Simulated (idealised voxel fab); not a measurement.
This section sets out a process module, namely voxel trench capacitor.
The cross-section on display is named cut; it measures 255 nm wide, and its cells are 5 nm squares.
Cross-section, as written here: a square-cell grid given band by band from the top down, where a band holds one or more rows of cells. Band: top height; bottom height; in nm. Then, left to right: material with width in nm, for each material. "all across": a single material spanning edge to edge. "blank": empty space. The reference from which all heights are counted is 0, the level beneath which the as-received wafer is entirely one material; the lowest band, having no lower bound, proceeds downward and is written after the example "0..down". It should be noted that a width expressed as "30 to 40" varies in equal increments from row to row of cells within the band, taking the value of the first number at the top row and that of the second number at the bottom row. Key: "no alteration" - step with no changed cell in the cross-section. "Sealed-off cavities" contains a list of empty spaces, each no smaller than 8 cells and without an open way to the top, written in the form width x height at distance with the distance from the left edge and all three in nm. On a step's line, text after the settings is the simulator commenting on that step. "overlay nm" denotes, for a step that has a mask, the displacement of the mask to the right of its planned place, with negative values corresponding to the left.
## The steps planned for the process are as follows
1: RECEIVE with material Si
2: CONFORMAL_DEP with material SiN, thk nm 10
3: PATTERN with tone open, mask id TRENCH, material resist, width nm 25, pitch nm 50, thk nm 20, overlay nm 0
4: DIRECTIONAL_ETCH with etch materials SiN, depth nm 10
5: DIRECTIONAL_ETCH with etch materials Si, depth nm 30
6: STRIP with etch materials resist
7: CONFORMAL_DEP with material Al2O3, thk nm 5
8: CONFORMAL_DEP with material TiN, thk nm 5
9: FILL_DEP with material W, thk nm 10
10: CMP with height nm 10
## Wafer cross-section on receipt, i.e. after step 1
> 0..down | Si all across
> Sealed-off cavities: none
## Cross-section: first of two wafers, module finished, run according to plan
> 10..0 | SiN 40 nm | Al2O3 5 nm | TiN 5 nm | W 5 nm | TiN 5 nm | Al2O3 5 nm | SiN 25 nm | Al2O3 5 nm | TiN 5 nm | W 5 nm | TiN 5 nm | Al2O3 5 nm | SiN 25 nm | Al2O3 5 nm | TiN 5 nm | W 5 nm | TiN 5 nm | Al2O3 5 nm | SiN 25 nm | Al2O3 5 nm | TiN 5 nm | W 5 nm | TiN 5 nm | Al2O3 5 nm | SiN 40 nm
> 0..-20 | Si 40 nm | Al2O3 5 nm | TiN 5 nm | W 5 nm | TiN 5 nm | Al2O3 5 nm | Si 25 nm | Al2O3 5 nm | TiN 5 nm | W 5 nm | TiN 5 nm | Al2O3 5 nm | Si 25 nm | Al2O3 5 nm | TiN 5 nm | W 5 nm | TiN 5 nm | Al2O3 5 nm | Si 25 nm | Al2O3 5 nm | TiN 5 nm | W 5 nm | TiN 5 nm | Al2O3 5 nm | Si 40 nm
> -20..-25 | Si 40 nm | Al2O3 5 nm | TiN 15 nm | Al2O3 5 nm | Si 25 nm | Al2O3 5 nm | TiN 15 nm | Al2O3 5 nm | Si 25 nm | Al2O3 5 nm | TiN 15 nm | Al2O3 5 nm | Si 25 nm | Al2O3 5 nm | TiN 15 nm | Al2O3 5 nm | Si 40 nm
> -25..-30 | Si 40 nm | Al2O3 25 nm | Si 25 nm | Al2O3 25 nm | Si 25 nm | Al2O3 25 nm | Si 25 nm | Al2O3 25 nm | Si 40 nm
> -30..down | Si all across
> Sealed-off cavities: none
## Second wafer cross-section at end of module - shared start and plan with the first, one mistake in the run
> 10..0 | SiN 40 nm | Al2O3 5 nm | TiN 5 nm | W 5 nm | TiN 5 nm | Al2O3 5 nm | SiN 25 nm | Al2O3 5 nm | TiN 5 nm | W 5 nm | TiN 5 nm | Al2O3 5 nm | SiN 25 nm | Al2O3 5 nm | TiN 5 nm | W 5 nm | TiN 5 nm | Al2O3 5 nm | SiN 25 nm | Al2O3 5 nm | TiN 5 nm | W 5 nm | TiN 5 nm | Al2O3 5 nm | SiN 40 nm
> 0..-30 | Si 40 nm | Al2O3 5 nm | TiN 5 nm | W 5 nm | TiN 5 nm | Al2O3 5 nm | Si 25 nm | Al2O3 5 nm | TiN 5 nm | W 5 nm | TiN 5 nm | Al2O3 5 nm | Si 25 nm | Al2O3 5 nm | TiN 5 nm | W 5 nm | TiN 5 nm | Al2O3 5 nm | Si 25 nm | Al2O3 5 nm | TiN 5 nm | W 5 nm | TiN 5 nm | Al2O3 5 nm | Si 40 nm
> -30..-35 | Si 40 nm | Al2O3 5 nm | TiN 15 nm | Al2O3 5 nm | Si 25 nm | Al2O3 5 nm | TiN 15 nm | Al2O3 5 nm | Si 25 nm | Al2O3 5 nm | TiN 15 nm | Al2O3 5 nm | Si 25 nm | Al2O3 5 nm | TiN 15 nm | Al2O3 5 nm | Si 40 nm
> -35..-40 | Si 40 nm | Al2O3 25 nm | Si 25 nm | Al2O3 25 nm | Si 25 nm | Al2O3 25 nm | Si 25 nm | Al2O3 25 nm | Si 40 nm
> -40..down | Si all across
> Sealed-off cavities: none
Short version of what went wrong: step 5 was run on a setting that differed from the plan, and what really ran there is DIRECTIONAL_ETCH with etch materials Si, depth nm 40
Once processing is complete, comparing cell counts shows that the second wafer has more or fewer of certain materials than the first: 16 more of Al2O3, 40 fewer of Si, 16 more of TiN, 8 more of W
